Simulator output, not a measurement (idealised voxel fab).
Name of the process module below: voxel plated lines
Cross-section cut: width 270 nm, square cells of 5 nm.
A cross-section in this document is a grid of square cells, and it is written down as bands, the top band listed before the ones below it; a band is made up of one or more rows of cells.
Top, bottom (nm), then materials left to right with widths (nm); lone material tagged "everywhere" fills the whole band edge to edge; "air" = empty space.
Height reference: 0 = level under which incoming wafer is all one material. Lowest band: no bottom, runs on downward, e.g. "top 0, no bottom".
Per-row width for "30->40": begins at first number (top row of band), ends at second number (bottom row), increment between rows held constant.
"same as before" (step): cross-section cells unchanged, all of them.
Enclosed voids (no open way to top), threshold 8 cells or more, entry "Enclosed void entries", notation width x height at distance, distance from left edge, nm.
Read whatever lies past the settings on a step's line as the simulator's own remark about the step.
What "overlay nm" on a step's line means: if the step has a mask, that mask lay this far to the right of its planned place, or, when the value is negative, to the left.
Quick note on how to read the rest: it's all pairs. You get the cross-section before a process step and the one after, but the after one only goes down as far as the lowest band that changed. The step in between, with its settings, sits under the pair. Heads up, the pairs can come from different runs of this module on the same starting wafer, so don't assume a pair picks up from the one above unless its "Snapshot before" entry says it does.
SNAPSHOT BEFORE
> top 0, no bottom  Si everywhere
> Enclosed void entries: none
CROSS-SECTION AFTER STEP
> top 15, bottom 0  SiO2 everywhere
> Lower than 0, everything is as it was.
> Enclosed void entries: none
Between the two cross-sections above, the process step reads CONFORMAL_DEP (material SiO2; thk nm 15)
Snapshot before: It is represented by the cross-section appearing after the step of the pair directly above.
CROSS-SECTION AFTER STEP
> top 20, bottom 15  TiN everywhere
> Lower than 15, everything is as it was.
> Enclosed void entries: none
Between the two cross-sections above, the process step reads DIRECTIONAL_DEP (material TiN; thk nm 5)
Snapshot before: It is represented by the cross-section appearing after the step of the pair directly above.
CROSS-SECTION AFTER STEP
> top 45, bottom 20  65 resist, 15 air, 25 resist, 15 air, 25 resist, 15 air, 25 resist, 15 air, 70 resist
> Lower than 20, everything is as it was.
> Enclosed void entries: none
Between the two cross-sections above, the process step reads PATTERN (tone open; mask id LINES; material resist; width nm 15; pitch nm 40; thk nm 25; overlay nm 0)
Snapshot before: It is represented by the cross-section appearing after the step of the pair directly above.
CROSS-SECTION AFTER STEP
> top 45, bottom 25  65 resist, 15 air, 25 resist, 15 air, 25 resist, 15 air, 25 resist, 15 air, 70 resist
> top 25, bottom 20  65 resist, 15 Ru, 25 resist, 15 Ru, 25 resist, 15 Ru, 25 resist, 15 Ru, 70 resist
> Lower than 20, everything is as it was.
> Enclosed void entries: none
Between the two cross-sections above, the process step reads EPI (material Ru; thk nm 5)
Snapshot before: It is represented by the cross-section appearing after the step of the pair directly above.
CROSS-SECTION AFTER STEP
> top 45, bottom 35  65 resist, 15 air, 25 resist, 15 air, 25 resist, 15 air, 25 resist, 15 air, 70 resist
> top 35, bottom 20  65 resist, 15 Ru, 25 resist, 15 Ru, 25 resist, 15 Ru, 25 resist, 15 Ru, 70 resist
> Lower than 20, everything is as it was.
> Enclosed void entries: none
Between the two cross-sections above, the process step reads EPI (material Ru; thk nm 10)
Snapshot before: It is represented by the cross-section appearing after the step of the pair directly above.
CROSS-SECTION AFTER STEP
> top 35, bottom 20  65 air, 15 Ru, 25 air, 15 Ru, 25 air, 15 Ru, 25 air, 15 Ru, 70 air
> Lower than 20, everything is as it was.
> Enclosed void entries: none
Between the two cross-sections above, the process step reads STRIP (etch materials resist)
Snapshot before: It is represented by the cross-section appearing after the step of the pair directly above.
CROSS-SECTION AFTER STEP
> top 35, bottom 20  65 air, 15 Ru, 25 air, 15 Ru, 25 air, 15 Ru, 25 air, 15 Ru, 70 air
> top 20, bottom 15  65 air, 15 TiN, 25 air, 15 TiN, 25 air, 15 TiN, 25 air, 15 TiN, 70 air
> Lower than 15, everything is as it was.
> Enclosed void entries: none
Between the two cross-sections above, the process step reads DIRECTIONAL_ETCH (etch materials TiN; depth nm 5)
Snapshot before: It is represented by the cross-section appearing after the step of the pair directly above.
CROSS-SECTION AFTER STEP
> top 40, bottom 35  60 air, 25 SiCN, 15 air, 25 SiCN, 15 air, 25 SiCN, 15 air, 25 SiCN, 65 air
> top 35, bottom 20  60 air, 5 SiCN, 15 Ru, 5 SiCN, 15 air, 5 SiCN, 15 Ru, 5 SiCN, 15 air, 5 SiCN, 15 Ru, 5 SiCN, 15 air, 5 SiCN, 15 Ru, 5 SiCN, 65 air
> top 20, bottom 15  65 SiCN, 15 TiN, 25 SiCN, 15 TiN, 25 SiCN, 15 TiN, 25 SiCN, 15 TiN, 70 SiCN
> Lower than 15, everything is as it was.
> Enclosed void entries: none
Between the two cross-sections above, the process step reads CONFORMAL_DEP (material SiCN; thk nm 5)
SNAPSHOT BEFORE
> top 0, no bottom  Si everywhere
> Enclosed void entries: none
CROSS-SECTION AFTER STEP
> top 5, bottom 0  TiN everywhere
> Lower than 0, everything is as it was.
> Enclosed void entries: none
Between the two cross-sections above, the process step reads DIRECTIONAL_DEP (material TiN; thk nm 5)
Snapshot before: It is represented by the cross-section appearing after the step of the pair directly above.
CROSS-SECTION AFTER STEP
> top 30, bottom 5  65 resist, 15 air, 25 resist, 15 air, 25 resist, 15 air, 25 resist, 15 air, 70 resist
> Lower than 5, everything is as it was.
> Enclosed void entries: none
Between the two cross-sections above, the process step reads PATTERN (tone open; mask id LINES; material resist; width nm 15; pitch nm 40; thk nm 25; overlay nm 0)
Snapshot before: It is represented by the cross-section appearing after the step of the pair directly above.
CROSS-SECTION AFTER STEP
> top 30, bottom 10  65 resist, 15 air, 25 resist, 15 air, 25 resist, 15 air, 25 resist, 15 air, 70 resist
> top 10, bottom 5  65 resist, 15 Ru, 25 resist, 15 Ru, 25 resist, 15 Ru, 25 resist, 15 Ru, 70 resist
> Lower than 5, everything is as it was.
> Enclosed void entries: none
Between the two cross-sections above, the process step reads EPI (material Ru; thk nm 5)
Snapshot before: It is represented by the cross-section appearing after the step of the pair directly above.
CROSS-SECTION AFTER STEP
> top 30, bottom 20  65 resist, 15 air, 25 resist, 15 air, 25 resist, 15 air, 25 resist, 15 air, 70 resist
> top 20, bottom 5  65 resist, 15 Ru, 25 resist, 15 Ru, 25 resist, 15 Ru, 25 resist, 15 Ru, 70 resist
> Lower than 5, everything is as it was.
> Enclosed void entries: none
Between the two cross-sections above, the process step reads EPI (material Ru; thk nm 10)
Snapshot before: It is represented by the cross-section appearing after the step of the pair directly above.
CROSS-SECTION AFTER STEP
> top 20, bottom 5  65 air, 15 Ru, 25 air, 15 Ru, 25 air, 15 Ru, 25 air, 15 Ru, 70 air
> Lower than 5, everything is as it was.
> Enclosed void entries: none
Between the two cross-sections above, the process step reads STRIP (etch materials resist)
Snapshot before: It is represented by the cross-section appearing after the step of the pair directly above.
CROSS-SECTION AFTER STEP
> top 20, bottom 5  65 air, 15 Ru, 25 air, 15 Ru, 25 air, 15 Ru, 25 air, 15 Ru, 70 air
> top 5, bottom 0  65 air, 15 TiN, 25 air, 15 TiN, 25 air, 15 TiN, 25 air, 15 TiN, 70 air
> Lower than 0, everything is as it was.
> Enclosed void entries: none
Between the two cross-sections above, the process step reads DIRECTIONAL_ETCH (etch materials TiN; depth nm 5)
Snapshot before: It is represented by the cross-section appearing after the step of the pair directly above.
CROSS-SECTION AFTER STEP
> top 25, bottom 20  60 air, 25 SiCN, 15 air, 25 SiCN, 15 air, 25 SiCN, 15 air, 25 SiCN, 65 air
> top 20, bottom 5  60 air, 5 SiCN, 15 Ru, 5 SiCN, 15 air, 5 SiCN, 15 Ru, 5 SiCN, 15 air, 5 SiCN, 15 Ru, 5 SiCN, 15 air, 5 SiCN, 15 Ru, 5 SiCN, 65 air
> top 5, bottom 0  65 SiCN, 15 TiN, 25 SiCN, 15 TiN, 25 SiCN, 15 TiN, 25 SiCN, 15 TiN, 70 SiCN
> Lower than 0, everything is as it was.
> Enclosed void entries: none
Between the two cross-sections above, the process step reads CONFORMAL_DEP (material SiCN; thk nm 5)
SNAPSHOT BEFORE
> top 15, bottom 0  SiO2 everywhere
> top 0, no bottom  Si everywhere
> Enclosed void entries: none
CROSS-SECTION AFTER STEP
> top 30, bottom 0  SiO2 everywhere
> Lower than 0, everything is as it was.
> Enclosed void entries: none
Between the two cross-sections above, the process step reads CONFORMAL_DEP (material SiO2; thk nm 15)
Snapshot before: It is represented by the cross-section appearing after the step of the pair directly above.
CROSS-SECTION AFTER STEP
> top 35, bottom 30  TiN everywhere
> Lower than 30, everything is as it was.
> Enclosed void entries: none
Between the two cross-sections above, the process step reads DIRECTIONAL_DEP (material TiN; thk nm 5)
Snapshot before: It is represented by the cross-section appearing after the step of the pair directly above.
CROSS-SECTION AFTER STEP
> top 60, bottom 35  65 resist, 15 air, 25 resist, 15 air, 25 resist, 15 air, 25 resist, 15 air, 70 resist
> Lower than 35, everything is as it was.
> Enclosed void entries: none
Between the two cross-sections above, the process step reads PATTERN (tone open; mask id LINES; material resist; width nm 15; pitch nm 40; thk nm 25; overlay nm 0)
Snapshot before: It is represented by the cross-section appearing after the step of the pair directly above.
CROSS-SECTION AFTER STEP
> top 60, bottom 40  65 resist, 15 air, 25 resist, 15 air, 25 resist, 15 air, 25 resist, 15 air, 70 resist
> top 40, bottom 35  65 resist, 15 Ru, 25 resist, 15 Ru, 25 resist, 15 Ru, 25 resist, 15 Ru, 70 resist
> Lower than 35, everything is as it was.
> Enclosed void entries: none
Between the two cross-sections above, the process step reads EPI (material Ru; thk nm 5)
Snapshot before: It is represented by the cross-section appearing after the step of the pair directly above.
CROSS-SECTION AFTER STEP
> top 60, bottom 50  65 resist, 15 air, 25 resist, 15 air, 25 resist, 15 air, 25 resist, 15 air, 70 resist
> top 50, bottom 35  65 resist, 15 Ru, 25 resist, 15 Ru, 25 resist, 15 Ru, 25 resist, 15 Ru, 70 resist
> Lower than 35, everything is as it was.
> Enclosed void entries: none
Between the two cross-sections above, the process step reads EPI (material Ru; thk nm 10)
Snapshot before: It is represented by the cross-section appearing after the step of the pair directly above.
CROSS-SECTION AFTER STEP
> top 50, bottom 35  65 air, 15 Ru, 25 air, 15 Ru, 25 air, 15 Ru, 25 air, 15 Ru, 70 air
> Lower than 35, everything is as it was.
> Enclosed void entries: none
Between the two cross-sections above, the process step reads STRIP (etch materials resist)
Snapshot before: It is represented by the cross-section appearing after the step of the pair directly above.
CROSS-SECTION AFTER STEP
> top 50, bottom 35  65 air, 15 Ru, 25 air, 15 Ru, 25 air, 15 Ru, 25 air, 15 Ru, 70 air
> top 35, bottom 30  65 air, 15 TiN, 25 air, 15 TiN, 25 air, 15 TiN, 25 air, 15 TiN, 70 air
> Lower than 30, everything is as it was.
> Enclosed void entries: none
Between the two cross-sections above, the process step reads DIRECTIONAL_ETCH (etch materials TiN; depth nm 5)
Snapshot before: It is represented by the cross-section appearing after the step of the pair directly above.
CROSS-SECTION AFTER STEP
> top 55, bottom 50  60 air, 25 SiCN, 15 air, 25 SiCN, 15 air, 25 SiCN, 15 air, 25 SiCN, 65 air
> top 50, bottom 35  60 air, 5 SiCN, 15 Ru, 5 SiCN, 15 air, 5 SiCN, 15 Ru, 5 SiCN, 15 air, 5 SiCN, 15 Ru, 5 SiCN, 15 air, 5 SiCN, 15 Ru, 5 SiCN, 65 air
> top 35, bottom 30  65 SiCN, 15 TiN, 25 SiCN, 15 TiN, 25 SiCN, 15 TiN, 25 SiCN, 15 TiN, 70 SiCN
> Lower than 30, everything is as it was.
> Enclosed void entries: none
Between the two cross-sections above, the process step reads CONFORMAL_DEP (material SiCN; thk nm 5)
SNAPSHOT BEFORE
> top 20, bottom 15  TiN everywhere
> top 15, bottom 0  SiO2 everywhere
> top 0, no bottom  Si everywhere
> Enclosed void entries: none
CROSS-SECTION AFTER STEP
> top 25, bottom 20  Ru everywhere
> Lower than 20, everything is as it was.
> Enclosed void entries: none
Between the two cross-sections above, the process step reads EPI (material Ru; thk nm 5)
Snapshot before: It is represented by the cross-section appearing after the step of the pair directly above.
CROSS-SECTION AFTER STEP
> top 50, bottom 25  65 resist, 15 air, 25 resist, 15 air, 25 resist, 15 air, 25 resist, 15 air, 70 resist
> Lower than 25, everything is as it was.
> Enclosed void entries: none
Between the two cross-sections above, the process step reads PATTERN (tone open; mask id LINES; material resist; width nm 15; pitch nm 40; thk nm 25; overlay nm 0)
Snapshot before: It is represented by the cross-section appearing after the step of the pair directly above.
CROSS-SECTION AFTER STEP
> top 50, bottom 35  65 resist, 15 air, 25 resist, 15 air, 25 resist, 15 air, 25 resist, 15 air, 70 resist
> top 35, bottom 25  65 resist, 15 Ru, 25 resist, 15 Ru, 25 resist, 15 Ru, 25 resist, 15 Ru, 70 resist
> Lower than 25, everything is as it was.
> Enclosed void entries: none
Between the two cross-sections above, the process step reads EPI (material Ru; thk nm 10)
Snapshot before: It is represented by the cross-section appearing after the step of the pair directly above.
CROSS-SECTION AFTER STEP
> top 35, bottom 25  65 air, 15 Ru, 25 air, 15 Ru, 25 air, 15 Ru, 25 air, 15 Ru, 70 air
> Lower than 25, everything is as it was.
> Enclosed void entries: none
Between the two cross-sections above, the process step reads STRIP (etch materials resist)
Snapshot before: It is represented by the cross-section appearing after the step of the pair directly above.
CROSS-SECTION AFTER STEP
> top 40, bottom 35  60 air, 25 SiCN, 15 air, 25 SiCN, 15 air, 25 SiCN, 15 air, 25 SiCN, 65 air
> top 35, bottom 30  60 air, 5 SiCN, 15 Ru, 5 SiCN, 15 air, 5 SiCN, 15 Ru, 5 SiCN, 15 air, 5 SiCN, 15 Ru, 5 SiCN, 15 air, 5 SiCN, 15 Ru, 5 SiCN, 65 air
> top 30, bottom 25  65 SiCN, 15 Ru, 25 SiCN, 15 Ru, 25 SiCN, 15 Ru, 25 SiCN, 15 Ru, 70 SiCN
> Lower than 25, everything is as it was.
> Enclosed void entries: none
Between the two cross-sections above, the process step reads CONFORMAL_DEP (material SiCN; thk nm 5)
SNAPSHOT BEFORE
> top 35, bottom 20  65 air, 15 Ru, 25 air, 15 Ru, 25 air, 15 Ru, 25 air, 15 Ru, 70 air
> top 20, bottom 15  65 air, 15 TiN, 25 air, 15 TiN, 25 air, 15 TiN, 25 air, 15 TiN, 70 air
> top 15, bottom 0  SiO2 everywhere
> top 0, no bottom  Si everywhere
> Enclosed void entries: none
CROSS-SECTION AFTER STEP
> top 50, bottom 35  50 air, 165 SiCN, 55 air
> top 35, bottom 30  50 air, 15 SiCN, 15 Ru, 25 SiCN, 15 Ru, 25 SiCN, 15 Ru, 25 SiCN, 15 Ru, 15 SiCN, 55 air
> top 30, bottom 20  65 SiCN, 15 Ru, 25 SiCN, 15 Ru, 25 SiCN, 15 Ru, 25 SiCN, 15 Ru, 70 SiCN
> top 20, bottom 15  65 SiCN, 15 TiN, 25 SiCN, 15 TiN, 25 SiCN, 15 TiN, 25 SiCN, 15 TiN, 70 SiCN
> Lower than 15, everything is as it was.
> Enclosed void entries: none
Between the two cross-sections above, the process step reads CONFORMAL_DEP (material SiCN; thk nm 15)
SNAPSHOT BEFORE
> top 20, bottom 15  TiN everywhere
> top 15, bottom 0  SiO2 everywhere
> top 0, no bottom  Si everywhere
> Enclosed void entries: none
CROSS-SECTION AFTER STEP
> top 45, bottom 20  60 resist, 25 air, 15 resist, 25 air, 15 resist, 25 air, 15 resist, 25 air, 65 resist
> Lower than 20, everything is as it was.
> Enclosed void entries: none
Between the two cross-sections above, the process step reads PATTERN (tone open; mask id LINES; material resist; width nm 25; pitch nm 40; thk nm 25; overlay nm 0)
Snapshot before: It is represented by the cross-section appearing after the step of the pair directly above.
CROSS-SECTION AFTER STEP
> top 45, bottom 25  60 resist, 25 air, 15 resist, 25 air, 15 resist, 25 air, 15 resist, 25 air, 65 resist
> top 25, bottom 20  60 resist, 25 Ru, 15 resist, 25 Ru, 15 resist, 25 Ru, 15 resist, 25 Ru, 65 resist
> Lower than 20, everything is as it was.
> Enclosed void entries: none
Between the two cross-sections above, the process step reads EPI (material Ru; thk nm 5)
Snapshot before: It is represented by the cross-section appearing after the step of the pair directly above.
CROSS-SECTION AFTER STEP
> top 45, bottom 35  60 resist, 25 air, 15 resist, 25 air, 15 resist, 25 air, 15 resist, 25 air, 65 resist
> top 35, bottom 20  60 resist, 25 Ru, 15 resist, 25 Ru, 15 resist, 25 Ru, 15 resist, 25 Ru, 65 resist
> Lower than 20, everything is as it was.
> Enclosed void entries: none
Between the two cross-sections above, the process step reads EPI (material Ru; thk nm 10)
Snapshot before: It is represented by the cross-section appearing after the step of the pair directly above.
CROSS-SECTION AFTER STEP
> top 35, bottom 20  60 air, 25 Ru, 15 air, 25 Ru, 15 air, 25 Ru, 15 air, 25 Ru, 65 air
> Lower than 20, everything is as it was.
> Enclosed void entries: none
Between the two cross-sections above, the process step reads STRIP (etch materials resist)
Snapshot before: It is represented by the cross-section appearing after the step of the pair directly above.
CROSS-SECTION AFTER STEP
> top 35, bottom 20  60 air, 25 Ru, 15 air, 25 Ru, 15 air, 25 Ru, 15 air, 25 Ru, 65 air
> top 20, bottom 15  60 air, 25 TiN, 15 air, 25 TiN, 15 air, 25 TiN, 15 air, 25 TiN, 65 air
> Lower than 15, everything is as it was.
> Enclosed void entries: none
Between the two cross-sections above, the process step reads DIRECTIONAL_ETCH (etch materials TiN; depth nm 5)
Snapshot before: It is represented by the cross-section appearing after the step of the pair directly above.
CROSS-SECTION AFTER STEP
> top 40, bottom 35  55 air, 35 SiCN, 5 air, 35 SiCN, 5 air, 35 SiCN, 5 air, 35 SiCN, 60 air
> top 35, bottom 20  55 air, 5 SiCN, 25 Ru, 5 SiCN, 5 air, 5 SiCN, 25 Ru, 5 SiCN, 5 air, 5 SiCN, 25 Ru, 5 SiCN, 5 air, 5 SiCN, 25 Ru, 5 SiCN, 60 air
> top 20, bottom 15  60 SiCN, 25 TiN, 15 SiCN, 25 TiN, 15 SiCN, 25 TiN, 15 SiCN, 25 TiN, 65 SiCN
> Lower than 15, everything is as it was.
> Enclosed void entries: none
Between the two cross-sections above, the process step reads CONFORMAL_DEP (material SiCN; thk nm 5)
SNAPSHOT BEFORE
> top 20, bottom 15  TiN everywhere
> top 15, bottom 0  SiO2 everywhere
> top 0, no bottom  Si everywhere
> Enclosed void entries: none
CROSS-SECTION AFTER STEP
> top 45, bottom 20  60 resist, 15 air, 25 resist, 15 air, 25 resist, 15 air, 25 resist, 15 air, 75 resist
> Lower than 20, everything is as it was.
> Enclosed void entries: none
Between the two cross-sections above, the process step reads PATTERN (tone open; mask id LINES; material resist; width nm 15; pitch nm 40; thk nm 25; overlay nm -5)
Snapshot before: It is represented by the cross-section appearing after the step of the pair directly above.
CROSS-SECTION AFTER STEP
> top 45, bottom 25  60 resist, 15 air, 25 resist, 15 air, 25 resist, 15 air, 25 resist, 15 air, 75 resist
> top 25, bottom 20  60 resist, 15 Ru, 25 resist, 15 Ru, 25 resist, 15 Ru, 25 resist, 15 Ru, 75 resist
> Lower than 20, everything is as it was.
> Enclosed void entries: none
Between the two cross-sections above, the process step reads EPI (material Ru; thk nm 5)
Snapshot before: It is represented by the cross-section appearing after the step of the pair directly above.
CROSS-SECTION AFTER STEP
> top 45, bottom 35  60 resist, 15 air, 25 resist, 15 air, 25 resist, 15 air, 25 resist, 15 air, 75 resist
> top 35, bottom 20  60 resist, 15 Ru, 25 resist, 15 Ru, 25 resist, 15 Ru, 25 resist, 15 Ru, 75 resist
> Lower than 20, everything is as it was.
> Enclosed void entries: none
Between the two cross-sections above, the process step reads EPI (material Ru; thk nm 10)
Snapshot before: It is represented by the cross-section appearing after the step of the pair directly above.
CROSS-SECTION AFTER STEP
> top 35, bottom 20  60 air, 15 Ru, 25 air, 15 Ru, 25 air, 15 Ru, 25 air, 15 Ru, 75 air
> Lower than 20, everything is as it was.
> Enclosed void entries: none
Between the two cross-sections above, the process step reads STRIP (etch materials resist)
Snapshot before: It is represented by the cross-section appearing after the step of the pair directly above.
CROSS-SECTION AFTER STEP
> top 35, bottom 20  60 air, 15 Ru, 25 air, 15 Ru, 25 air, 15 Ru, 25 air, 15 Ru, 75 air
> top 20, bottom 15  60 air, 15 TiN, 25 air, 15 TiN, 25 air, 15 TiN, 25 air, 15 TiN, 75 air
> Lower than 15, everything is as it was.
> Enclosed void entries: none
Between the two cross-sections above, the process step reads DIRECTIONAL_ETCH (etch materials TiN; depth nm 5)
Snapshot before: It is represented by the cross-section appearing after the step of the pair directly above.
CROSS-SECTION AFTER STEP
> top 40, bottom 35  55 air, 25 SiCN, 15 air, 25 SiCN, 15 air, 25 SiCN, 15 air, 25 SiCN, 70 air
> top 35, bottom 20  55 air, 5 SiCN, 15 Ru, 5 SiCN, 15 air, 5 SiCN, 15 Ru, 5 SiCN, 15 air, 5 SiCN, 15 Ru, 5 SiCN, 15 air, 5 SiCN, 15 Ru, 5 SiCN, 70 air
> top 20, bottom 15  60 SiCN, 15 TiN, 25 SiCN, 15 TiN, 25 SiCN, 15 TiN, 25 SiCN, 15 TiN, 75 SiCN
> Lower than 15, everything is as it was.
> Enclosed void entries: none
Between the two cross-sections above, the process step reads CONFORMAL_DEP (material SiCN; thk nm 5)
SNAPSHOT BEFORE
> top 15, bottom 0  SiO2 everywhere
> top 0, no bottom  Si everywhere
> Enclosed void entries: none
CROSS-SECTION AFTER STEP
> top 20, bottom 15  SiCN everywhere
> Lower than 15, everything is as it was.
> Enclosed void entries: none
Between the two cross-sections above, the process step reads DIRECTIONAL_DEP (material SiCN; thk nm 5)
Snapshot before: It is represented by the cross-section appearing after the step of the pair directly above.
CROSS-SECTION AFTER STEP
> top 45, bottom 20  65 resist, 15 air, 25 resist, 15 air, 25 resist, 15 air, 25 resist, 15 air, 70 resist
> Lower than 20, everything is as it was.
> Enclosed void entries: none
Between the two cross-sections above, the process step reads PATTERN (tone open; mask id LINES; material resist; width nm 15; pitch nm 40; thk nm 25; overlay nm 0)
Snapshot before: It is represented by the cross-section appearing after the step of the pair directly above.
CROSS-SECTION AFTER STEP
> top 20, bottom 15  SiCN everywhere
> Lower than 15, everything is as it was.
> Enclosed void entries: none
Between the two cross-sections above, the process step reads STRIP (etch materials resist)
Snapshot before: It is represented by the cross-section appearing after the step of the pair directly above.
CROSS-SECTION AFTER STEP
> top 25, bottom 15  SiCN everywhere
> Lower than 15, everything is as it was.
> Enclosed void entries: none
Between the two cross-sections above, the process step reads CONFORMAL_DEP (material SiCN; thk nm 5)
SNAPSHOT BEFORE
> top 20, bottom 15  TiN everywhere
> top 15, bottom 0  SiO2 everywhere
> top 0, no bottom  Si everywhere
> Enclosed void entries: none
CROSS-SECTION AFTER STEP
> top 45, bottom 20  65 air, 15 resist, 25 air, 15 resist, 25 air, 15 resist, 25 air, 15 resist, 70 air
> Lower than 20, everything is as it was.
> Enclosed void entries: none
Between the two cross-sections above, the process step reads PATTERN (tone cover; mask id LINES; material resist; width nm 15; pitch nm 40; thk nm 25; overlay nm 0)
Snapshot before: It is represented by the cross-section appearing after the step of the pair directly above.
CROSS-SECTION AFTER STEP
> top 45, bottom 25  65 air, 15 resist, 25 air, 15 resist, 25 air, 15 resist, 25 air, 15 resist, 70 air
> top 25, bottom 20  65 Ru, 15 resist, 25 Ru, 15 resist, 25 Ru, 15 resist, 25 Ru, 15 resist, 70 Ru
> Lower than 20, everything is as it was.
> Enclosed void entries: none
Between the two cross-sections above, the process step reads EPI (material Ru; thk nm 5)
Snapshot before: It is represented by the cross-section appearing after the step of the pair directly above.
CROSS-SECTION AFTER STEP
> top 45, bottom 35  65 air, 15 resist, 25 air, 15 resist, 25 air, 15 resist, 25 air, 15 resist, 70 air
> top 35, bottom 20  65 Ru, 15 resist, 25 Ru, 15 resist, 25 Ru, 15 resist, 25 Ru, 15 resist, 70 Ru
> Lower than 20, everything is as it was.
> Enclosed void entries: none
Between the two cross-sections above, the process step reads EPI (material Ru; thk nm 10)
Snapshot before: It is represented by the cross-section appearing after the step of the pair directly above.
CROSS-SECTION AFTER STEP
> top 35, bottom 20  65 Ru, 15 air, 25 Ru, 15 air, 25 Ru, 15 air, 25 Ru, 15 air, 70 Ru
> Lower than 20, everything is as it was.
> Enclosed void entries: none
Between the two cross-sections above, the process step reads STRIP (etch materials resist)
Snapshot before: It is represented by the cross-section appearing after the step of the pair directly above.
CROSS-SECTION AFTER STEP
> top 35, bottom 20  65 Ru, 15 air, 25 Ru, 15 air, 25 Ru, 15 air, 25 Ru, 15 air, 70 Ru
> top 20, bottom 15  65 TiN, 15 air, 25 TiN, 15 air, 25 TiN, 15 air, 25 TiN, 15 air, 70 TiN
> Lower than 15, everything is as it was.
> Enclosed void entries: none
Between the two cross-sections above, the process step reads DIRECTIONAL_ETCH (etch materials TiN; depth nm 5)
Snapshot before: It is represented by the cross-section appearing after the step of the pair directly above.
CROSS-SECTION AFTER STEP
> top 40, bottom 35  70 SiCN, 5 air, 35 SiCN, 5 air, 35 SiCN, 5 air, 35 SiCN, 5 air, 75 SiCN
> top 35, bottom 20  65 Ru, 5 SiCN, 5 air, 5 SiCN, 25 Ru, 5 SiCN, 5 air, 5 SiCN, 25 Ru, 5 SiCN, 5 air, 5 SiCN, 25 Ru, 5 SiCN, 5 air, 5 SiCN, 70 Ru
> top 20, bottom 15  65 TiN, 15 SiCN, 25 TiN, 15 SiCN, 25 TiN, 15 SiCN, 25 TiN, 15 SiCN, 70 TiN
> Lower than 15, everything is as it was.
> Enclosed void entries: none
Between the two cross-sections above, the process step reads CONFORMAL_DEP (material SiCN; thk nm 5)
